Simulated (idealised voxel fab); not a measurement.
voxel capacitor over wiring: a process module
It is cross-section cut that appears here, measuring 155 nm in width, its square cells being 5 nm in size.
For the purposes of this document, a cross-section shall be understood as a grid of square cells, specified as bands listed in top-to-bottom order, each band consisting of one or more rows of cells. Band entry format. Leading values: height of top, height of bottom, nm. Remainder: materials in left-to-right order, each with its width in nm. Special words: "all across" on a single material, which then fills the band edge to edge; "blank", empty space. Counting heights begins at 0, where everything beneath is, in the wafer as received, one material. The lowest band has no bottom; it goes on downwards, as "z 0 and below" shows. A width given as "30 to 40" starts at the first number in the band's top row and ends at the second number in its bottom row, shifting by an equal amount at every step from row to row. The cross-section has no changed cell in any step marked "left unchanged". "Fully enclosed voids" contains a list of empty spaces, each no smaller than 8 cells and without an open way to the top, written in the form width x height at distance with the distance from the left edge and all three in nm. It should be noted that, on the line of a given step, the content following the step's settings is a remark produced by the simulator itself with respect to that step. overlay nm: mask right of planned place by this much (step with mask). Neg. = left.

Steps in the process plan
step 1: RECEIVE (material Si)
step 2: CONFORMAL_DEP (material SiO2; thk nm 10)
step 3: CONFORMAL_DEP (material SiCN; thk nm 5)
step 4: DIRECTIONAL_DEP (material SiO2; thk nm 25)
step 5: MASKED_ETCH (tone open; mask id METAL_1; width nm 25; pitch nm 95; etch materials SiO2; depth nm 25; overlay nm 0)
step 6: MASKED_ETCH (tone open; mask id METAL_1; width nm 25; pitch nm 95; etch materials SiCN; depth nm 5; overlay nm 0)
step 7: CONFORMAL_DEP (material TiN; thk nm 5)
step 8: FILL_DEP (material Cu; thk nm 5)
step 9: CMP (height nm 40)
step 10: EPI (material Ru; thk nm 5)
step 11: FILL_DEP (material SiCN; thk nm 5)
step 12: DIRECTIONAL_DEP (material SiO2; thk nm 20)
step 13: MASKED_ETCH (tone open; mask id PLUG_1; width nm 15; etch materials SiO2; depth nm 20; overlay nm 0)
step 14: MASKED_ETCH (tone open; mask id PLUG_1; width nm 15; etch materials SiCN; depth nm 5; overlay nm 0)
step 15: CONFORMAL_DEP (material TiN; thk nm 5)
step 16: FILL_DEP (material Ru; thk nm 10)
step 17: CMP (height nm 70)
step 18: DIRECTIONAL_DEP (material TiN; thk nm 5)
step 19: DIRECTIONAL_DEP (material SiN; thk nm 5)
step 20: DIRECTIONAL_DEP (material TiN; thk nm 5)
step 21: DIRECTIONAL_DEP (material aC; thk nm 15)
step 22: PATTERN (tone cover; mask id UPPER_PLATE; material resist; width nm 75; thk nm 35; overlay nm 0)
step 23: DIRECTIONAL_ETCH (etch materials aC; depth nm 15)
step 24: STRIP (etch materials resist)
step 25: DIRECTIONAL_ETCH (etch materials TiN; depth nm 5)
step 26: DIRECTIONAL_ETCH (etch materials SiN; depth nm 5)
step 27: STRIP (etch materials aC)
step 28: MASKED_ETCH (tone cover; mask id LOWER_PLATE; width nm 85; etch materials TiN; depth nm 5; overlay nm 0)
step 29: FILL_DEP (material SiO2; thk nm 20)
step 30: CMP (height nm 100)
step 31: MASKED_ETCH (tone open; mask id PLUG_2; width nm 15; etch materials SiO2; depth nm 15; overlay nm 0)
step 32: CONFORMAL_DEP (material TiN; thk nm 5)
step 33: FILL_DEP (material Cu; thk nm 5)
step 34: CMP (height nm 100)
step 35: CONFORMAL_DEP (material SiCN; thk nm 5)
What sets these wafers apart? The thk nm at step 15. They all start alike, and the plan carries the first wafer's value.

This is how the first of several wafers looked in cross-section when it arrived, which is after step 1
z 0 and below: Si all across
Fully enclosed voids: none

First of several wafers in cross-section at module end, following the final step, step 35
z 105 to 100: SiCN all across
z 100 to 90: SiO2 35 nm  TiN 5 nm  Cu 5 nm  TiN 5 nm  SiO2 105 nm
z 90 to 80: SiO2 35 to 25 nm  TiN 15 to 75 nm  SiO2 105 to 55 nm
z 80 to 75: SiO2 25 nm  SiN 75 nm  SiO2 55 nm
z 75 to 70: SiO2 20 nm  TiN 85 nm  SiO2 50 nm
z 70 to 50: SiO2 25 nm  TiN 5 nm  Ru 5 nm  TiN 5 nm  SiO2 115 nm
z 50 to 45: SiCN 25 nm  TiN 15 nm  SiCN 115 nm
z 45 to 40: SiCN 10 nm  Ru 35 nm  SiCN 60 nm  Ru 35 nm  SiCN 15 nm
z 40 to 15: SiO2 15 nm  TiN 5 nm  Cu 15 nm  TiN 5 nm  SiO2 70 nm  TiN 5 nm  Cu 15 nm  TiN 5 nm  SiO2 20 nm
z 15 to 10: SiCN 15 nm  TiN 25 nm  SiCN 70 nm  TiN 25 nm  SiCN 20 nm
z 10 to 0: SiO2 all across
z 0 and below: Si all across
Fully enclosed voids: none

Final wafer of several, shown in cross-section at the end of the module
z 105 to 100: SiCN all across
z 100 to 90: SiO2 35 nm  TiN 5 nm  Cu 5 nm  TiN 5 nm  SiO2 105 nm
z 90 to 80: SiO2 35 to 25 nm  TiN 15 to 75 nm  SiO2 105 to 55 nm
z 80 to 75: SiO2 25 nm  SiN 75 nm  SiO2 55 nm
z 75 to 70: SiO2 20 nm  TiN 85 nm  SiO2 50 nm
z 70 to 50: SiO2 25 nm  TiN 15 nm  SiO2 115 nm
z 50 to 45: SiCN 25 nm  TiN 15 nm  SiCN 115 nm
z 45 to 40: SiCN 10 nm  Ru 35 nm  SiCN 60 nm  Ru 35 nm  SiCN 15 nm
z 40 to 15: SiO2 15 nm  TiN 5 nm  Cu 15 nm  TiN 5 nm  SiO2 70 nm  TiN 5 nm  Cu 15 nm  TiN 5 nm  SiO2 20 nm
z 15 to 10: SiCN 15 nm  TiN 25 nm  SiCN 70 nm  TiN 25 nm  SiCN 20 nm
z 10 to 0: SiO2 all across
z 0 and below: Si all across
Fully enclosed voids: none

Basically each wafer gets a line in the table, showing it at the end of the module: material by material, the cells it gained (+) or lost (-) since we got it, then its closed voids
thk nm 5; +32 Cu; +18 Ru; +97 SiCN; +15 SiN; +409 SiO2; +80 TiN; Fully enclosed voids: none
thk nm 10; +32 Cu; +14 Ru; +97 SiCN; +15 SiN; +409 SiO2; +84 TiN; Fully enclosed voids: none
thk nm 15; +32 Cu; +14 Ru; +97 SiCN; +15 SiN; +409 SiO2; +84 TiN; Fully enclosed voids: none
thk nm 20; +32 Cu; +14 Ru; +97 SiCN; +15 SiN; +409 SiO2; +84 TiN; Fully enclosed voids: none
